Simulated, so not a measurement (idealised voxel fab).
The name of this process module is voxel capacitor over wiring.
Square cell edge 5 nm, section width 170 nm, ID cut.
The cross-sections in this document take the form of a grid made of square cells. They are written out as bands, in order from top to bottom. Each band consists of one or more rows of cells. It is stipulated that each band's entry specify, in nanometres, the height of the top of the band and then that of its bottom, followed by the materials of the band in left-to-right sequence, each together with its width in nanometres. A single material marked by the word "all across" is understood to fill the band from edge to edge; the word "empty" is understood to denote empty space. It should be noted that heights are counted from 0, beneath which the wafer as supplied is of one material throughout, and that the lowest band possesses no lower boundary but continues downward, as written in "0 down". Width spec "30->40" -> top row of cells at first value, bottom row at second value, equal per-row change in between. "no alterations made" means the step left every cell of the cross-section as it was. Listed in "Internal closed voids": every empty space of 8 or more cells without an open way to the top. Form: width x height at distance, the distance being from the left edge, all in nm. Text after the settings on a step's line: the simulator's own remark on that step. overlay nm: on a step with a mask, how far right of its planned place the mask lay; negative means left.

**This section lists the process steps that were planned**
1 RECEIVE: material Si
2 CONFORMAL_DEP: material SiO2, thk nm 15
3 DIRECTIONAL_DEP: material TiN, thk nm 5
4 DIRECTIONAL_DEP: material W, thk nm 20
5 PATTERN: tone cover, mask id METAL_1, material resist, width nm 20, pitch nm 75, thk nm 15, overlay nm 0
6 DIRECTIONAL_ETCH: etch materials W, depth nm 20
7 DIRECTIONAL_ETCH: etch materials TiN, depth nm 5
8 STRIP: etch materials resist
9 CONFORMAL_DEP: material SiCN, thk nm 5
10 FILL_DEP: material lowk, thk nm 10
11 CMP: height nm 40
12 CONFORMAL_DEP: material SiCN, thk nm 5
13 DIRECTIONAL_DEP: material lowk, thk nm 20
14 MASKED_ETCH: tone open, mask id PLUG_1, width nm 15, etch materials lowk, depth nm 20, overlay nm 0
15 MASKED_ETCH: tone open, mask id PLUG_1, width nm 15, etch materials SiCN, depth nm 5, overlay nm 0
16 EPI: material Ru, thk nm 10
17 EPI: material Ru, thk nm 10
18 EPI: material Ru, thk nm 5
19 DIRECTIONAL_DEP: material TiN, thk nm 10
20 DIRECTIONAL_DEP: material SiN, thk nm 5
21 DIRECTIONAL_DEP: material TiN, thk nm 5
22 DIRECTIONAL_DEP: material aC, thk nm 15
23 PATTERN: tone cover, mask id UPPER_PLATE, material resist, width nm 60, thk nm 30, overlay nm 0
24 DIRECTIONAL_ETCH: etch materials aC, depth nm 15
25 STRIP: etch materials resist
26 DIRECTIONAL_ETCH: etch materials TiN, depth nm 5
27 DIRECTIONAL_ETCH: etch materials SiN, depth nm 5
28 STRIP: etch materials aC
29 DIRECTIONAL_DEP: material aC, thk nm 15
30 PATTERN: tone cover, mask id LOWER_PLATE, material resist, width nm 70, thk nm 30, overlay nm 0
31 DIRECTIONAL_ETCH: etch materials aC, depth nm 15
32 STRIP: etch materials resist
33 DIRECTIONAL_ETCH: etch materials TiN, depth nm 10
34 STRIP: etch materials aC
35 FILL_DEP: material SiO2, thk nm 20
36 CMP: height nm 100
37 MASKED_ETCH: tone open, mask id PLUG_2, width nm 15, etch materials SiO2, depth nm 15, overlay nm 0
38 CONFORMAL_DEP: material TiN, thk nm 5
39 FILL_DEP: material W, thk nm 5
40 CMP: height nm 100
41 CONFORMAL_DEP: material SiCN, thk nm 5

**Here's what the wafer looked like in cross-section when it arrived - that's after step 1**
	0 down  Si all across
	Internal closed voids: none

**Result of the module, cross-sectioned: start per above, plan per above, one error in how it was run**
	105 to 100  SiCN all across
	100 to 90  SiO2: 50, aC: 5, W: 5, aC: 5, SiO2: 105
	90 to 85  SiO2: 50, aC: 15, SiO2: 105
	85 to 80  SiO2: 40, TiN: 60, SiO2: 70
	80 to 75  SiO2: 40, SiN: 60, SiO2: 70
	75 to 65  SiO2: 35, TiN: 70, SiO2: 65
	65 to 45  lowk: 40, Ru: 15, lowk: 115
	45 to 40  SiCN: 40, Ru: 15, SiCN: 115
	40 to 20  lowk: 30, SiCN: 5, W: 20, SiCN: 5, lowk: 45, SiCN: 5, W: 20, SiCN: 5, lowk: 35
	20 to 15  SiCN: 35, TiN: 20, SiCN: 55, TiN: 20, SiCN: 40
	15 to 0  SiO2 all across
	0 down  Si all across
	Internal closed voids: none
In executing the process, a mistake was made relative to the plan: heads up, step 38 didn't go per plan, it actually ran as CONFORMAL_DEP: material aC, thk nm 5
